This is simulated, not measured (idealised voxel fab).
Module name: voxel quadruple lines (process module)
This is section cut - it's 160 nm across, gridded in 5 nm square cells.
We lay out every cross-section as a grid of square cells and spell it out in bands from the top down, where one band means one or more rows of cells.
Look at the band entry: it leads with the top's height and the bottom's height in nm. Then it lists the materials left to right, with a width in nm for each. The word "edge to edge" on a single material says that material fills the band edge to edge. The word "empty" is empty space.
Ref level 0: as-received wafer is one material below here. Bottom band extends down with no lower bound ("top 0, no bottom").
Read "30 to 40" as a graded width: first number on top, second number at the bottom, same change between each pair of neighbouring rows.
"same as before" -> step changed no cross-section cell.
"Trapped void list" means: voids of 8 cells or more that are shut off from the top with no open way through. Written width x height at distance, distance from the left edge, in nm.
Anything after a step's settings on that line? It's the simulator's own note about the step.
"overlay nm", when on a step's line for a step with a mask, measures how far to the right of its planned place the mask lay; a negative measure means to the left.

The following list gives the planned process steps
1) RECEIVE, material Si
2) CONFORMAL_DEP, material Al2O3, thk nm 10
3) DIRECTIONAL_DEP, material Ru, thk nm 10
4) DIRECTIONAL_DEP, material polySi, thk nm 20
5) DIRECTIONAL_DEP, material aC, thk nm 25
6) PATTERN, tone cover, mask id MANDREL, material resist, width nm 30, thk nm 30, overlay nm 0
7) DIRECTIONAL_ETCH, etch materials aC, depth nm 25
8) STRIP, etch materials resist
9) CONFORMAL_DEP, material SiO2, thk nm 10
10) DIRECTIONAL_ETCH, etch materials SiO2, depth nm 10
11) STRIP, etch materials aC
12) DIRECTIONAL_ETCH, etch materials polySi, depth nm 20
13) STRIP, etch materials SiO2
14) CONFORMAL_DEP, material SiCN, thk nm 10
15) DIRECTIONAL_ETCH, etch materials SiCN, depth nm 10
16) STRIP, etch materials polySi
17) DIRECTIONAL_ETCH, etch materials Ru, depth nm 10
18) STRIP, etch materials SiCN
19) FILL_DEP, material lowk, thk nm 5
20) CMP, height nm 20

Incoming wafer, cross-sectional view, post step 1
top 0, no bottom | Si edge to edge
Trapped void list: none

Cross-section: first of two wafers, module finished, run according to plan
top 20, bottom 10 | lowk: 45, then Ru: 10, then lowk: 10, then Ru: 10, then lowk: 10, then Ru: 10, then lowk: 10, then Ru: 10, then lowk: 45
top 10, bottom 0 | Al2O3 edge to edge
top 0, no bottom | Si edge to edge
Trapped void list: none

Now the second wafer, cross-sectioned at the end of the module. Nothing different at the start, nothing different in the plan compared with the first, just one mistake when it was actually run
top 20, bottom 10 | lowk: 55, then Ru: 10, then lowk: 10, then Ru: 10, then lowk: 10, then Ru: 10, then lowk: 55
top 10, bottom 0 | Al2O3 edge to edge
top 0, no bottom | Si edge to edge
Trapped void list: none
Want to know what went wrong? step 6 did not use the planned setting and instead ran as PATTERN, tone open, mask id MANDREL, material resist, width nm 30, thk nm 30, overlay nm 0
Bottom line after processing is that, in cells, the second wafer is up or down on some materials versus the first: -4 Ru; +4 lowk
